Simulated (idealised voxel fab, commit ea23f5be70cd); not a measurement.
This is a process module. Its name is voxel self aligned contacts.
FYI the section here is cut, 195 nm wide, cells are 5 nm squares.
Heads up, the way a cross-section reads in here is a grid of square cells, handed over as bands from the top down, with every band being one or more rows of cells.
Heights first: top, then bottom, in nm. Then materials, left to right, each with a width in nm. "all across" on a single material: fills the band edge to edge. "empty": empty space.
We count height from 0. Below that, the starting wafer is all one material. The lowest band never ends at the bottom but goes on down; see "0 nm and below" for how that is written.
Width spec "30->40" -> top row of cells at first value, bottom row at second value, equal per-row change in between.
Take "no modifications" at face value: in the step it is given for, the cross-section changed in none of its cells.
Closed void list: empty space of 8 cells or more with no open way to the top, each as width x height at its distance from the left edge, in nm
Post-settings text on a step line: simulator's own remark regarding the step.
overlay nm: mask right of planned place by this much (step with mask). Neg. = left.

## These are the steps we planned for the process
- 1: op RECEIVE | material Si
- 2: op CONFORMAL_DEP | material SiO2 | thk nm 5
- 3: op DIRECTIONAL_DEP | material polySi | thk nm 20
- 4: op DIRECTIONAL_DEP | material SiN | thk nm 15
- 5: op PATTERN | tone cover | mask id GATE | material resist | width nm 30 | pitch nm 65 | thk nm 15 | overlay nm 0
- 6: op DIRECTIONAL_ETCH | etch materials SiN | depth nm 15
- 7: op DIRECTIONAL_ETCH | etch materials polySi | depth nm 20
- 8: op STRIP | etch materials resist
- 9: op CONFORMAL_DEP | material SiN | thk nm 5
- 10: op DIRECTIONAL_ETCH | etch materials SiN | depth nm 5
- 11: op FILL_DEP | material SiO2 | thk nm 15
- 12: op CMP | height nm 50
- 13: op PATTERN | tone open | mask id CONTACT | material resist | width nm 45 | thk nm 20 | overlay nm 0
- 14: op DIRECTIONAL_ETCH | etch materials SiO2 | depth nm 50
- 15: op STRIP | etch materials resist
- 16: op CONFORMAL_DEP | material TiN | thk nm 5
- 17: op FILL_DEP | material Ru | thk nm 5
- 18: op CMP | height nm 50
- 19: op CONFORMAL_DEP | material SiCN | thk nm 5

## Incoming wafer, cross-sectional view, post step 1
* 0 nm and below | Si all across
* Closed void list: none

## End state of the module in cross-section, given the above starting point and plan and one mistake in execution
* 55 nm to 50 nm | SiCN all across
* 50 nm to 45 nm | SiO2=75 | TiN=5 | Ru=35 | TiN=5 | SiO2=75
* 45 nm to 40 nm | SiO2=75 | TiN=45 | SiO2=75
* 40 nm to 25 nm | TiN all across
* 25 nm to 5 nm | polySi all across
* 5 nm to 0 nm | SiO2 all across
* 0 nm and below | Si all across
* Closed void list: none
Deviation noted in wafer processing: step 4 changed vs plan, executed as op DIRECTIONAL_DEP | material TiN | thk nm 15
